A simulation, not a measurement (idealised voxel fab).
You're looking at the process module voxel wiring stack.
cross-section cut | 185 nm wide | cells 5 nm
When this document writes out a cross-section, it uses a grid of square cells and lists it as bands, beginning at the top and moving down, with a band standing for one or more rows of cells. Band entry format. Leading values: height of top, height of bottom, nm. Remainder: materials in left-to-right order, each with its width in nm. Special words: "edge to edge" on a single material, which then fills the band edge to edge; "air", empty space. Heights are measured from 0, the level below which the as-received wafer is all one material; the lowest band has no bottom and continues downward, written as in "top 0, no bottom". It should be noted that a width expressed as "30 to 40" varies in equal increments from row to row of cells within the band, taking the value of the first number at the top row and that of the second number at the bottom row. The designation "remained unchanged", where it is given for a processing step, indicates that no cell of the cross-section was altered in the course of that step. Entry "Enclosed void inventory". Content: empty spaces with no open connection to the top, size 8 cells or greater. Each: width x height at distance. Distance: from left edge. Unit: nm. On each step's line, the part that comes after the settings is the simulator's own comment on the step. overlay nm: on a step with a mask, how far right of its planned place the mask lay; negative means left.
The steps planned for the process are as follows
1) op RECEIVE | material Si
2) op CONFORMAL_DEP | material SiO2 | thk nm 15
3) op DIRECTIONAL_DEP | material TiN | thk nm 5
4) op DIRECTIONAL_DEP | material W | thk nm 25
5) op DIRECTIONAL_DEP | material aC | thk nm 10
6) op PATTERN | tone cover | mask id METAL_1 | material resist | width nm 25 | pitch nm 55 | thk nm 30 | overlay nm 0
7) op DIRECTIONAL_ETCH | etch materials aC | depth nm 10
8) op STRIP | etch materials resist
9) op DIRECTIONAL_ETCH | etch materials W | depth nm 25
10) op DIRECTIONAL_ETCH | etch materials TiN | depth nm 5
11) op STRIP | etch materials aC
12) op CONFORMAL_DEP | material SiN | thk nm 5
13) op FILL_DEP | material lowk | thk nm 5
14) op CMP | height nm 45
15) op CONFORMAL_DEP | material SiCN | thk nm 5
16) op DIRECTIONAL_DEP | material lowk | thk nm 20
17) op DIRECTIONAL_DEP | material aC | thk nm 10
18) op PATTERN | tone open | mask id PLUG_1 | material resist | width nm 15 | pitch nm 110 | thk nm 25 | overlay nm 0
19) op DIRECTIONAL_ETCH | etch materials aC | depth nm 10
20) op STRIP | etch materials resist
21) op DIRECTIONAL_ETCH | etch materials lowk | depth nm 20
22) op DIRECTIONAL_ETCH | etch materials SiCN | depth nm 5
23) op STRIP | etch materials aC
24) op CONFORMAL_DEP | material TiN | thk nm 5
25) op FILL_DEP | material W | thk nm 5
26) op CMP | height nm 70
27) op CONFORMAL_DEP | material SiN | thk nm 5
28) op DIRECTIONAL_DEP | material lowk | thk nm 15
29) op MASKED_ETCH | tone open | mask id METAL_2 | width nm 25 | pitch nm 55 | etch materials lowk | depth nm 15 | overlay nm 0
30) op MASKED_ETCH | tone open | mask id METAL_2 | width nm 25 | pitch nm 55 | etch materials SiN | depth nm 5 | overlay nm 0
31) op CONFORMAL_DEP | material TiN | thk nm 5
32) op FILL_DEP | material Cu | thk nm 10
33) op CMP | height nm 90
34) op EPI | material Ru | thk nm 5
35) op FILL_DEP | material SiCN | thk nm 5
36) op DIRECTIONAL_DEP | material lowk | thk nm 10
37) op PATTERN | tone open | mask id PLUG_2 | material resist | width nm 15 | pitch nm 55 | thk nm 15 | overlay nm 0
38) op DIRECTIONAL_ETCH | etch materials lowk | depth nm 10
39) op DIRECTIONAL_ETCH | etch materials SiCN | depth nm 5
40) op STRIP | etch materials resist
41) op CONFORMAL_DEP | material TiN | thk nm 5
42) op FILL_DEP | material W | thk nm 10
43) op CMP | height nm 110
44) op CONFORMAL_DEP | material SiCN | thk nm 5
45) op DIRECTIONAL_DEP | material lowk | thk nm 15
46) op MASKED_ETCH | tone open | mask id METAL_3 | width nm 25 | pitch nm 55 | etch materials lowk | depth nm 15 | overlay nm 0
47) op MASKED_ETCH | tone open | mask id METAL_3 | width nm 25 | pitch nm 55 | etch materials SiCN | depth nm 5 | overlay nm 0
48) op CONFORMAL_DEP | material TiN | thk nm 5
49) op FILL_DEP | material Ru | thk nm 10
50) op CMP | height nm 130
51) op EPI | material Ru | thk nm 5
52) op FILL_DEP | material SiCN | thk nm 5
Shown in cross-section is the wafer as received, that is, as it stands after step 1
	top 0, no bottom = Si edge to edge
	Enclosed void inventory: none
a wafer at the end: this start, this plan, one mistake
	top 140, bottom 135 = SiCN edge to edge
	top 135, bottom 130 = 20 SiCN, then 35 Ru, then 20 SiCN, then 35 Ru, then 20 SiCN, then 35 Ru, then 20 SiCN
	top 130, bottom 115 = 25 lowk, then 5 TiN, then 15 Ru, then 5 TiN, then 30 lowk, then 5 TiN, then 15 Ru, then 5 TiN, then 30 lowk, then 5 TiN, then 15 Ru, then 5 TiN, then 25 lowk
	top 115, bottom 110 = 25 SiCN, then 25 TiN, then 30 SiCN, then 25 TiN, then 30 SiCN, then 25 TiN, then 25 SiCN
	top 110, bottom 100 = 25 lowk, then 5 TiN, then 5 W, then 5 TiN, then 40 lowk, then 5 TiN, then 5 W, then 5 TiN, then 40 lowk, then 5 TiN, then 5 W, then 5 TiN, then 35 lowk
	top 100, bottom 95 = 25 SiCN, then 15 TiN, then 40 SiCN, then 15 TiN, then 40 SiCN, then 15 TiN, then 35 SiCN
	top 95, bottom 90 = 20 SiCN, then 35 Ru, then 20 SiCN, then 35 Ru, then 20 SiCN, then 35 Ru, then 20 SiCN
	top 90, bottom 75 = 25 lowk, then 5 TiN, then 15 Cu, then 5 TiN, then 30 lowk, then 5 TiN, then 15 Cu, then 5 TiN, then 30 lowk, then 5 TiN, then 15 Cu, then 5 TiN, then 25 lowk
	top 75, bottom 70 = 25 SiN, then 25 TiN, then 30 SiN, then 25 TiN, then 30 SiN, then 25 TiN, then 25 SiN
	top 70, bottom 55 = 25 lowk, then 5 TiN, then 5 W, then 5 TiN, then 95 lowk, then 5 TiN, then 5 W, then 5 TiN, then 35 lowk
	top 55, bottom 50 = 25 lowk, then 15 TiN, then 95 lowk, then 15 TiN, then 35 lowk
	top 50, bottom 45 = SiN edge to edge
	top 45, bottom 20 = 20 lowk, then 5 SiN, then 25 W, then 5 SiN, then 20 lowk, then 5 SiN, then 25 W, then 5 SiN, then 20 lowk, then 5 SiN, then 25 W, then 5 SiN, then 20 lowk
	top 20, bottom 15 = 25 SiN, then 25 TiN, then 30 SiN, then 25 TiN, then 30 SiN, then 25 TiN, then 25 SiN
	top 15, bottom 0 = SiO2 edge to edge
	top 0, no bottom = Si edge to edge
	Enclosed void inventory: none
Want to know what went wrong? in deviation from the planned setting, step 15 was conducted as op CONFORMAL_DEP | material SiN | thk nm 5
